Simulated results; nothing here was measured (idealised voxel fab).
Proc. module: voxel capacitor over wiring
Each square cell in cross-section cut measures 5 nm, and the section as a whole is 300 nm wide.
A cross-section is written here as square cells arranged in a grid, and it is given in bands from the top down, each band taking up one or more rows of cells.
Band: top height; bottom height; in nm. Then, left to right: material with width in nm, for each material. "all across": a single material spanning edge to edge. "air": empty space.
Height datum 0, below which the as-received substrate wafer is one material. Lowest band open at the bottom, running downward: "from 0 down".
You'd read "30..40" like this: the band's top row of cells is as wide as the first number, its bottom row is as wide as the second, and going down, every row changes width by the same amount as the row before did.
Step marked "nothing was modified"? Then no cell in the cross-section changed in it.
The entry "Sealed internal voids" lists the empty spaces that cover at least 8 cells and have no open path to the top. Each is written as width x height at distance, where the distance is measured from the left edge and all three values are in nm.
Heads up: the bit after the settings on a step's line is the simulator's remark on that step.
overlay nm: for a step with a mask, the amount by which the mask lay right of where it was planned; a negative amount means left of it.

# List of planned process steps
1: RECEIVE, material Si
2: CONFORMAL_DEP, material SiO2, thk nm 15
3: CONFORMAL_DEP, material SiN, thk nm 5
4: DIRECTIONAL_DEP, material lowk, thk nm 20
5: DIRECTIONAL_DEP, material aC, thk nm 15
6: PATTERN, tone open, mask id METAL_1, material resist, width nm 20, pitch nm 85, thk nm 30, overlay nm 0
7: DIRECTIONAL_ETCH, etch materials aC, depth nm 15
8: STRIP, etch materials resist
9: DIRECTIONAL_ETCH, etch materials lowk, depth nm 20
10: DIRECTIONAL_ETCH, etch materials SiN, depth nm 5
11: STRIP, etch materials aC
12: CONFORMAL_DEP, material TiN, thk nm 5
13: FILL_DEP, material Cu, thk nm 10
14: CMP, height nm 40
15: CONFORMAL_DEP, material SiCN, thk nm 5
16: DIRECTIONAL_DEP, material lowk, thk nm 20
17: PATTERN, tone open, mask id PLUG_1, material resist, width nm 15, thk nm 20, overlay nm 0
18: DIRECTIONAL_ETCH, etch materials lowk, depth nm 20
19: DIRECTIONAL_ETCH, etch materials SiCN, depth nm 5
20: STRIP, etch materials resist
21: EPI, material Ru, thk nm 10
22: EPI, material Ru, thk nm 10
23: EPI, material Ru, thk nm 5
24: DIRECTIONAL_DEP, material TiN, thk nm 5
25: DIRECTIONAL_DEP, material SiN, thk nm 5
26: DIRECTIONAL_DEP, material TiN, thk nm 10
27: PATTERN, tone cover, mask id UPPER_PLATE, material resist, width nm 70, thk nm 15, overlay nm 0
28: DIRECTIONAL_ETCH, etch materials TiN, depth nm 10
29: DIRECTIONAL_ETCH, etch materials SiN, depth nm 5
30: STRIP, etch materials resist
31: MASKED_ETCH, tone cover, mask id LOWER_PLATE, width nm 80, etch materials TiN, depth nm 5, overlay nm 0
32: FILL_DEP, material SiO2, thk nm 20
33: CMP, height nm 100
34: MASKED_ETCH, tone open, mask id PLUG_2, width nm 15, etch materials SiO2, depth nm 15, overlay nm 0
35: CONFORMAL_DEP, material TiN, thk nm 5
36: FILL_DEP, material Cu, thk nm 10
37: CMP, height nm 100
38: CONFORMAL_DEP, material SiCN, thk nm 5

# This is the cross-section of the wafer as we received it, i.e. after step 1
> from 0 down  Si all across
> Sealed internal voids: none

# Cross-sectional image of the first of two wafers at the end of the module, the run having proceeded as planned
> from 105 to 100  SiCN all across
> from 100 to 90  SiO2 110 nm; TiN 5 nm; Cu 5 nm; TiN 5 nm; SiO2 175 nm
> from 90 to 85  SiO2 110 nm; TiN 15 nm; SiO2 175 nm
> from 85 to 75  SiO2 100 nm; TiN 70 nm; SiO2 130 nm
> from 75 to 70  SiO2 100 nm; SiN 70 nm; SiO2 130 nm
> from 70 to 65  SiO2 95 nm; TiN 80 nm; SiO2 125 nm
> from 65 to 45  lowk 100 nm; Ru 15 nm; lowk 185 nm
> from 45 to 40  SiCN 100 nm; Ru 15 nm; SiCN 185 nm
> from 40 to 20  lowk 95 nm; TiN 5 nm; Cu 10 nm; TiN 5 nm; lowk 65 nm; TiN 5 nm; Cu 10 nm; TiN 5 nm; lowk 100 nm
> from 20 to 15  SiN 95 nm; TiN 20 nm; SiN 65 nm; TiN 20 nm; SiN 100 nm
> from 15 to 0  SiO2 all across
> from 0 down  Si all across
> Sealed internal voids: none

# Second of two wafers, module complete, sectioned: it shares the first wafer's start and plan but was run with one mistake
> from 105 to 100  SiCN all across
> from 100 to 90  SiO2 110 nm; TiN 5 nm; Cu 5 nm; TiN 5 nm; SiO2 175 nm
> from 90 to 85  SiO2 110 nm; TiN 15 nm; SiO2 175 nm
> from 85 to 80  SiO2 all across
> from 80 to 70  SiO2 100 nm; TiN 70 nm; SiO2 130 nm
> from 70 to 65  SiO2 95 nm; TiN 80 nm; SiO2 125 nm
> from 65 to 45  lowk 100 nm; Ru 15 nm; lowk 185 nm
> from 45 to 40  SiCN 100 nm; Ru 15 nm; SiCN 185 nm
> from 40 to 20  lowk 95 nm; TiN 5 nm; Cu 10 nm; TiN 5 nm; lowk 65 nm; TiN 5 nm; Cu 10 nm; TiN 5 nm; lowk 100 nm
> from 20 to 15  SiN 95 nm; TiN 20 nm; SiN 65 nm; TiN 20 nm; SiN 100 nm
> from 15 to 0  SiO2 all across
> from 0 down  Si all across
> Sealed internal voids: none
Heads up, the wafer didn't run the way we planned it: step 25 of the plan was bypassed and not carried out
Bottom line after processing is that, in cells, the second wafer is up or down on some materials versus the first: 14 fewer of SiN; 14 more of SiO2
